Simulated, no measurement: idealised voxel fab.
process module | voxel air gaps
cross-section cut | 230 nm wide | cells 5 nm
Cross-section, as written here: a square-cell grid given band by band from the top down, where a band holds one or more rows of cells. A band entry consists of two parts. The first gives the height of the band's top and the height of its bottom, in nm. The rest lists the band's materials from left to right, each with its width in nm. A single material labelled with the word "edge to edge" fills the band from edge to edge, and the word "empty" marks empty space. Height reference: 0 = level under which incoming wafer is all one material. Lowest band: no bottom, runs on downward, e.g. "0 nm and below". You'd read "30..40" like this: the band's top row of cells is as wide as the first number, its bottom row is as wide as the second, and going down, every row changes width by the same amount as the row before did. What does "all unchanged" mean for a step? It means no cell of the cross-section changed in that step. Entry "Internal closed voids" = empty spaces >= 8 cells with no open way to the top; each as width x height at distance, distance from left edge, all nm. Read whatever lies past the settings on a step's line as the simulator's own remark about the step. "overlay nm" denotes, for a step that has a mask, the displacement of the mask to the right of its planned place, with negative values corresponding to the left.
[Process steps - plan]
1) RECEIVE,material Si
2) CONFORMAL_DEP,material SiO2,thk nm 10
3) CONFORMAL_DEP,material SiN,thk nm 5
4) DIRECTIONAL_DEP,material lowk,thk nm 40
5) PATTERN,tone open,mask id LINES,material resist,width nm 20,pitch nm 45,thk nm 20,overlay nm 0
6) DIRECTIONAL_ETCH,etch materials lowk,depth nm 40
7) STRIP,etch materials resist
8) CONFORMAL_DEP,material TiN,thk nm 5
9) FILL_DEP,material Ru,thk nm 5
10) CMP,height nm 55
11) EPI,material Ru,thk nm 10
12) SELECTIVE_ETCH,etch materials lowk,depth nm 50
13) CONFORMAL_DEP,material SiCN,thk nm 5
[Wafer as received: cross-section following step 1]
0 nm and below = Si edge to edge
Internal closed voids: none
[First of two wafers at the end of the module, shown in cross-section; run carried out as planned]
70 nm to 65 nm = 20 empty  185 SiCN  25 empty
65 nm to 55 nm = 20 empty  5 SiCN  40 Ru  5 SiCN  40 Ru  5 SiCN  40 Ru  5 SiCN  40 Ru  5 SiCN  25 empty
55 nm to 50 nm = 20 empty  15 SiCN  5 TiN  10 Ru  5 TiN  25 SiCN  5 TiN  10 Ru  5 TiN  25 SiCN  5 TiN  10 Ru  5 TiN  25 SiCN  5 TiN  10 Ru  5 TiN  15 SiCN  25 empty
50 nm to 20 nm = 30 empty  5 SiCN  5 TiN  10 Ru  5 TiN  5 SiCN  15 empty  5 SiCN  5 TiN  10 Ru  5 TiN  5 SiCN  15 empty  5 SiCN  5 TiN  10 Ru  5 TiN  5 SiCN  15 empty  5 SiCN  5 TiN  10 Ru  5 TiN  5 SiCN  35 empty
20 nm to 15 nm = 35 SiCN  20 TiN  25 SiCN  20 TiN  25 SiCN  20 TiN  25 SiCN  20 TiN  40 SiCN
15 nm to 10 nm = SiN edge to edge
10 nm to 0 nm = SiO2 edge to edge
0 nm and below = Si edge to edge
Internal closed voids: 15 x 30 at 60; 15 x 30 at 105; 15 x 30 at 150
[Second wafer of the two, sectioned at the end of the module. It began like the first and followed the same plan, but one mistake was made while running it]
80 nm to 75 nm = 10 empty  205 SiCN  15 empty
75 nm to 55 nm = 10 empty  5 SiCN  195 Ru  5 SiCN  15 empty
55 nm to 50 nm = 10 empty  25 SiCN  5 TiN  10 Ru  5 TiN  25 lowk  5 TiN  10 Ru  5 TiN  25 lowk  5 TiN  10 Ru  5 TiN  25 lowk  5 TiN  10 Ru  5 TiN  25 SiCN  15 empty
50 nm to 20 nm = 30 empty  5 SiCN  5 TiN  10 Ru  5 TiN  25 lowk  5 TiN  10 Ru  5 TiN  25 lowk  5 TiN  10 Ru  5 TiN  25 lowk  5 TiN  10 Ru  5 TiN  5 SiCN  35 empty
20 nm to 15 nm = 35 SiCN  20 TiN  25 lowk  20 TiN  25 lowk  20 TiN  25 lowk  20 TiN  40 SiCN
15 nm to 10 nm = SiN edge to edge
10 nm to 0 nm = SiO2 edge to edge
0 nm and below = Si edge to edge
Internal closed voids: none
Run error: step 11 of the plan was carried out twice
Heads up, by the end the second wafer has more or fewer cells of some materials compared to the first: Ru +92, SiCN -60, lowk +120
In the final state there are 3 closed voids in the first wafer, compared with 0 in the second wafer.
